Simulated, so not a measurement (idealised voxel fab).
The process module presented herein is designated voxel gate over fins.
Section cut is 215 nm wide and gridded with 5 nm square cells.
Throughout this document, each cross-section is represented as a grid of square cells and is presented as a sequence of bands enumerated from the top downward, where a band comprises one or more rows of cells. This entry defines a band. It first specifies the height of the band's top and the height of its bottom in nm, and then specifies the band's materials from left to right, stating each material with its width in nm. The word "all across" identifies a single material that fills the band from edge to edge, while the word "empty" identifies empty space. Heights are expressed relative to 0, this being the level below which the as-received wafer comprises one material exclusively. The lowest band is unbounded in the downward direction and is denoted as in "0..down". Per-row width for "30->40": begins at first number (top row of band), ends at second number (bottom row), increment between rows held constant. "nothing was modified", as given for a step, is the statement that not any cell of the cross-section underwent a change during that step. Under "Non-vented voids" you'll find the enclosed gaps, the ones with no way out to the top, that are 8 cells or bigger; each reads width x height at distance, with distance counted from the left edge, everything in nm. Text after the settings on a step's line: the simulator's own remark on that step. "overlay nm" answers the question of how far to the right of plan the mask lay on a step that has a mask, and when it is negative the answer is to the left.

### Listed below are the process steps as planned
1,RECEIVE (material Si)
2,CONFORMAL_DEP (material SiN; thk nm 10)
3,DIRECTIONAL_DEP (material aC; thk nm 10)
4,PATTERN (tone cover; mask id FINS; material resist; width nm 15; pitch nm 35; thk nm 30; overlay nm 0)
5,DIRECTIONAL_ETCH (etch materials aC; depth nm 10)
6,STRIP (etch materials resist)
7,DIRECTIONAL_ETCH (etch materials SiN; depth nm 10)
8,DIRECTIONAL_ETCH (etch materials Si; depth nm 35)
9,STRIP (etch materials aC)
10,FILL_DEP (material SiO2; thk nm 15)
11,CMP (height nm 10)
12,SELECTIVE_ETCH (etch materials SiO2; depth nm 20)
13,STRIP (etch materials SiN)
14,CONFORMAL_DEP (material HfO2; thk nm 5)
15,CONFORMAL_DEP (material TiN; thk nm 5)
16,CONFORMAL_DEP (material TiAl; thk nm 5)
17,CONFORMAL_DEP (material TiN; thk nm 5)
18,FILL_DEP (material W; thk nm 10)
19,CMP (height nm 25)
20,CONFORMAL_DEP (material SiN; thk nm 10)

### First of two wafers: run as planned

### Wafer as received: cross-section following step 1
> 0..down: Si all across
> Non-vented voids: none

### Wafer after step 2 (cross-section)
> 10..0: SiN all across
> Below a height of 0, the structure has not been altered.

### Wafer after step 3 (cross-section)
> 20..10: aC all across
> Below a height of 10, the structure has not been altered.

### Wafer after step 4 (cross-section)
> 50..20: 80 empty | 15 resist | 20 empty | 15 resist | 85 empty
> Below a height of 20, the structure has not been altered.

### Wafer after step 5 (cross-section)
> 40..20: 80 empty | 15 resist | 20 empty | 15 resist | 85 empty
> 20..10: 80 empty | 15 aC | 20 empty | 15 aC | 85 empty
> Below a height of 10, the structure has not been altered.

### Wafer after step 6 (cross-section)
> 20..10: 80 empty | 15 aC | 20 empty | 15 aC | 85 empty
> Below a height of 10, the structure has not been altered.

### Wafer after step 7 (cross-section)
> 20..10: 80 empty | 15 aC | 20 empty | 15 aC | 85 empty
> 10..0: 80 empty | 15 SiN | 20 empty | 15 SiN | 85 empty
> Below a height of 0, the structure has not been altered.

### Wafer after step 8 (cross-section)
> 20..10: 80 empty | 15 aC | 20 empty | 15 aC | 85 empty
> 10..0: 80 empty | 15 SiN | 20 empty | 15 SiN | 85 empty
> 0..-35: 80 empty | 15 Si | 20 empty | 15 Si | 85 empty
> Below a height of -35, the structure has not been altered.

### Wafer after step 9 (cross-section)
> 10..0: 80 empty | 15 SiN | 20 empty | 15 SiN | 85 empty
> Below a height of 0, the structure has not been altered.

### Wafer after step 10 (cross-section)
> 25..10: SiO2 all across
> 10..0: 80 SiO2 | 15 SiN | 20 SiO2 | 15 SiN | 85 SiO2
> 0..-35: 80 SiO2 | 15 Si | 20 SiO2 | 15 Si | 85 SiO2
> Below a height of -35, the structure has not been altered.

### Wafer after step 11 (cross-section)
> 10..0: 80 SiO2 | 15 SiN | 20 SiO2 | 15 SiN | 85 SiO2
> Below a height of 0, the structure has not been altered.

### Wafer after step 12 (cross-section)
> 10..0: 80 empty | 15 SiN | 20 empty | 15 SiN | 85 empty
> 0..-10: 80 empty | 15 Si | 20 empty | 15 Si | 85 empty
> Below a height of -10, the structure has not been altered.

### Wafer after step 13 (cross-section)
> 0..-10: 80 empty | 15 Si | 20 empty | 15 Si | 85 empty
> Below a height of -10, the structure has not been altered.

### Wafer after step 14 (cross-section)
> 5..0: 75 empty | 25 HfO2 | 10 empty | 25 HfO2 | 80 empty
> 0..-5: 75 empty | 5 HfO2 | 15 Si | 5 HfO2 | 10 empty | 5 HfO2 | 15 Si | 5 HfO2 | 80 empty
> -5..-10: 80 HfO2 | 15 Si | 20 HfO2 | 15 Si | 85 HfO2
> Below a height of -10, the structure has not been altered.

### Wafer after step 15 (cross-section)
> 10..5: 70 empty | 70 TiN | 75 empty
> 5..0: 70 empty | 5 TiN | 25 HfO2 | 10 TiN | 25 HfO2 | 5 TiN | 75 empty
> 0..-5: 75 TiN | 5 HfO2 | 15 Si | 5 HfO2 | 10 TiN | 5 HfO2 | 15 Si | 5 HfO2 | 80 TiN
> Below a height of -5, the structure has not been altered.

### Wafer after step 16 (cross-section)
> 15..10: 65 empty | 80 TiAl | 70 empty
> 10..5: 65 empty | 5 TiAl | 70 TiN | 5 TiAl | 70 empty
> 5..0: 70 TiAl | 5 TiN | 25 HfO2 | 10 TiN | 25 HfO2 | 5 TiN | 75 TiAl
> Below a height of 0, the structure has not been altered.

### Wafer after step 17 (cross-section)
> 20..15: 60 empty | 90 TiN | 65 empty
> 15..10: 60 empty | 5 TiN | 80 TiAl | 5 TiN | 65 empty
> 10..5: 65 TiN | 5 TiAl | 70 TiN | 5 TiAl | 70 TiN
> Below a height of 5, the structure has not been altered.

### Wafer after step 18 (cross-section)
> 30..20: W all across
> 20..15: 60 W | 90 TiN | 65 W
> 15..10: 60 W | 5 TiN | 80 TiAl | 5 TiN | 65 W
> Below a height of 10, the structure has not been altered.

### Wafer after step 19 (cross-section)
> 25..20: W all across
> Below a height of 20, the structure has not been altered.

### Wafer after step 20 (cross-section)
> 35..25: SiN all across
> Below a height of 25, the structure has not been altered.

### The Second Wafer: Common Origin and Plan, One Mistake in Execution, Identical to the First Through Step 10

Cross-section of the second wafer when, according to plan, step 11 should have finished: nothing was modified

### Cross-section of the second wafer when, according to plan, step 12 should have finished
> 10..5: 80 empty | 15 SiN | 20 empty | 15 SiN | 85 empty
> Below a height of 5, the structure has not been altered.

### Cross-section of the second wafer when, according to plan, step 13 should have finished
> 5..0: 80 SiO2 | 15 empty | 20 SiO2 | 15 empty | 85 SiO2
> Below a height of 0, the structure has not been altered.

### Cross-section of the second wafer when, according to plan, step 14 should have finished
> 10..5: 85 HfO2 | 5 empty | 30 HfO2 | 5 empty | 90 HfO2
> 5..0: 80 SiO2 | 15 HfO2 | 20 SiO2 | 15 HfO2 | 85 SiO2
> Below a height of 0, the structure has not been altered.

### Cross-section of the second wafer when, according to plan, step 15 should have finished
> 15..10: TiN all across
> 10..5: 85 HfO2 | 5 TiN | 30 HfO2 | 5 TiN | 90 HfO2
> Below a height of 5, the structure has not been altered.

### Cross-section of the second wafer when, according to plan, step 16 should have finished
> 20..15: TiAl all across
> Below a height of 15, the structure has not been altered.

### Cross-section of the second wafer when, according to plan, step 17 should have finished
> 25..20: TiN all across
> Below a height of 20, the structure has not been altered.

### Cross-section of the second wafer when, according to plan, step 18 should have finished
> 35..25: W all across
> Below a height of 25, the structure has not been altered.

### Cross-section of the second wafer when, according to plan, step 19 should have finished
> 25..20: TiN all across
> Below a height of 20, the structure has not been altered.

### Cross-section of the second wafer when, according to plan, step 20 should have finished
> 35..25: SiN all across
> Below a height of 25, the structure has not been altered.
What was the processing mistake? step 11 from the plan never happened, it was just skipped
Bottom line after processing is that, in cells, the second wafer is up or down on some materials versus the first: -4 HfO2; +111 SiO2; -4 TiAl; -10 TiN; -93 W
